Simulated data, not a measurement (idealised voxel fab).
This is a process module. Its name is voxel spacer lines.
cross-section cut | 280 nm wide | cells 5 nm
Cross-sections here: square-cell grids, written as top-down lists of bands, a band being one or more rows of cells.
Look at the band entry: it leads with the top's height and the bottom's height in nm. Then it lists the materials left to right, with a width in nm for each. The word "everywhere" on a single material says that material fills the band edge to edge. The word "blank" is empty space.
Heights are reckoned from 0. Under this level, the received wafer is all of one material. The bottommost band is open-ended downward, for example "z 0 and below".
A width given as "30 to 40" starts at the first number in the band's top row and ends at the second number in its bottom row, shifting by an equal amount at every step from row to row.
The cross-section has no changed cell in any step marked "all unchanged".
"Tabulated closed voids" contains a list of empty spaces, each no smaller than 8 cells and without an open way to the top, written in the form width x height at distance with the distance from the left edge and all three in nm.
Step line, after settings: the simulator's comment on this step.
overlay nm: step with mask; distance mask lay right of planned place; negative value = left of planned place.

-- This section lists the process steps that were planned
1: RECEIVE | material Si
2: CONFORMAL_DEP | material Al2O3 | thk nm 10
3: DIRECTIONAL_DEP | material polySi | thk nm 15
4: DIRECTIONAL_DEP | material aC | thk nm 20
5: PATTERN | tone cover | mask id MANDREL | material resist | width nm 20 | pitch nm 60 | thk nm 30 | overlay nm 0
6: DIRECTIONAL_ETCH | etch materials aC | depth nm 20
7: STRIP | etch materials resist
8: CONFORMAL_DEP | material SiO2 | thk nm 10
9: DIRECTIONAL_ETCH | etch materials SiO2 | depth nm 10
10: STRIP | etch materials aC
11: DIRECTIONAL_ETCH | etch materials polySi | depth nm 15
12: STRIP | etch materials SiO2

-- Wafer, first of two, run as planned

-- Delivered wafer in cross-section: state after step 1
  z 0 and below: Si everywhere
  Tabulated closed voids: none

-- after step 2
  z 10 to 0: Al2O3 everywhere
  Nothing below the height 0 has changed.

-- after step 3
  z 25 to 10: polySi everywhere
  Nothing below the height 10 has changed.

-- after step 4
  z 45 to 25: aC everywhere
  Nothing below the height 25 has changed.

-- after step 5
  z 75 to 45: 100 nm blank, 20 nm resist, 40 nm blank, 20 nm resist, 100 nm blank
  Nothing below the height 45 has changed.

-- after step 6
  z 55 to 45: 100 nm blank, 20 nm resist, 40 nm blank, 20 nm resist, 100 nm blank
  z 45 to 25: 100 nm blank, 20 nm aC, 40 nm blank, 20 nm aC, 100 nm blank
  Nothing below the height 25 has changed.

-- after step 7
  z 45 to 25: 100 nm blank, 20 nm aC, 40 nm blank, 20 nm aC, 100 nm blank
  Nothing below the height 25 has changed.

-- after step 8
  z 55 to 45: 90 nm blank, 40 nm SiO2, 20 nm blank, 40 nm SiO2, 90 nm blank
  z 45 to 35: 90 nm blank, 10 nm SiO2, 20 nm aC, 10 nm SiO2, 20 nm blank, 10 nm SiO2, 20 nm aC, 10 nm SiO2, 90 nm blank
  z 35 to 25: 100 nm SiO2, 20 nm aC, 40 nm SiO2, 20 nm aC, 100 nm SiO2
  Nothing below the height 25 has changed.

-- after step 9
  z 45 to 25: 90 nm blank, 10 nm SiO2, 20 nm aC, 10 nm SiO2, 20 nm blank, 10 nm SiO2, 20 nm aC, 10 nm SiO2, 90 nm blank
  Nothing below the height 25 has changed.

-- after step 10
  z 45 to 25: 90 nm blank, 10 nm SiO2, 20 nm blank, 10 nm SiO2, 20 nm blank, 10 nm SiO2, 20 nm blank, 10 nm SiO2, 90 nm blank
  Nothing below the height 25 has changed.

-- after step 11
  z 45 to 25: 90 nm blank, 10 nm SiO2, 20 nm blank, 10 nm SiO2, 20 nm blank, 10 nm SiO2, 20 nm blank, 10 nm SiO2, 90 nm blank
  z 25 to 10: 90 nm blank, 10 nm polySi, 20 nm blank, 10 nm polySi, 20 nm blank, 10 nm polySi, 20 nm blank, 10 nm polySi, 90 nm blank
  Nothing below the height 10 has changed.

-- after step 12
  z 25 to 10: 90 nm blank, 10 nm polySi, 20 nm blank, 10 nm polySi, 20 nm blank, 10 nm polySi, 20 nm blank, 10 nm polySi, 90 nm blank
  Nothing below the height 10 has changed.

-- The Second Wafer: Common Origin and Plan, One Mistake in Execution, Identical to the First Through Step 1

Look at the second wafer in cross-section at the time step 2 ought to have finished: all unchanged

-- Look at the second wafer in cross-section at the time step 3 ought to have finished
  z 15 to 0: polySi everywhere
  Nothing below the height 0 has changed.

-- Look at the second wafer in cross-section at the time step 4 ought to have finished
  z 35 to 15: aC everywhere
  Nothing below the height 15 has changed.

-- Look at the second wafer in cross-section at the time step 5 ought to have finished
  z 65 to 35: 100 nm blank, 20 nm resist, 40 nm blank, 20 nm resist, 100 nm blank
  Nothing below the height 35 has changed.

-- Look at the second wafer in cross-section at the time step 6 ought to have finished
  z 45 to 35: 100 nm blank, 20 nm resist, 40 nm blank, 20 nm resist, 100 nm blank
  z 35 to 15: 100 nm blank, 20 nm aC, 40 nm blank, 20 nm aC, 100 nm blank
  Nothing below the height 15 has changed.

-- Look at the second wafer in cross-section at the time step 7 ought to have finished
  z 35 to 15: 100 nm blank, 20 nm aC, 40 nm blank, 20 nm aC, 100 nm blank
  Nothing below the height 15 has changed.

-- Look at the second wafer in cross-section at the time step 8 ought to have finished
  z 45 to 35: 90 nm blank, 40 nm SiO2, 20 nm blank, 40 nm SiO2, 90 nm blank
  z 35 to 25: 90 nm blank, 10 nm SiO2, 20 nm aC, 10 nm SiO2, 20 nm blank, 10 nm SiO2, 20 nm aC, 10 nm SiO2, 90 nm blank
  z 25 to 15: 100 nm SiO2, 20 nm aC, 40 nm SiO2, 20 nm aC, 100 nm SiO2
  Nothing below the height 15 has changed.

-- Look at the second wafer in cross-section at the time step 9 ought to have finished
  z 35 to 15: 90 nm blank, 10 nm SiO2, 20 nm aC, 10 nm SiO2, 20 nm blank, 10 nm SiO2, 20 nm aC, 10 nm SiO2, 90 nm blank
  Nothing below the height 15 has changed.

-- Look at the second wafer in cross-section at the time step 10 ought to have finished
  z 35 to 15: 90 nm blank, 10 nm SiO2, 20 nm blank, 10 nm SiO2, 20 nm blank, 10 nm SiO2, 20 nm blank, 10 nm SiO2, 90 nm blank
  Nothing below the height 15 has changed.

-- Look at the second wafer in cross-section at the time step 11 ought to have finished
  z 35 to 15: 90 nm blank, 10 nm SiO2, 20 nm blank, 10 nm SiO2, 20 nm blank, 10 nm SiO2, 20 nm blank, 10 nm SiO2, 90 nm blank
  z 15 to 0: 90 nm blank, 10 nm polySi, 20 nm blank, 10 nm polySi, 20 nm blank, 10 nm polySi, 20 nm blank, 10 nm polySi, 90 nm blank
  Nothing below the height 0 has changed.

-- Look at the second wafer in cross-section at the time step 12 ought to have finished
  z 15 to 0: 90 nm blank, 10 nm polySi, 20 nm blank, 10 nm polySi, 20 nm blank, 10 nm polySi, 20 nm blank, 10 nm polySi, 90 nm blank
  Nothing below the height 0 has changed.
In executing the process, a mistake was made relative to the plan: step 2 of the plan was bypassed and not carried out
End of process, cell counts, second wafer against first, materials with more or fewer: 112 fewer of Al2O3
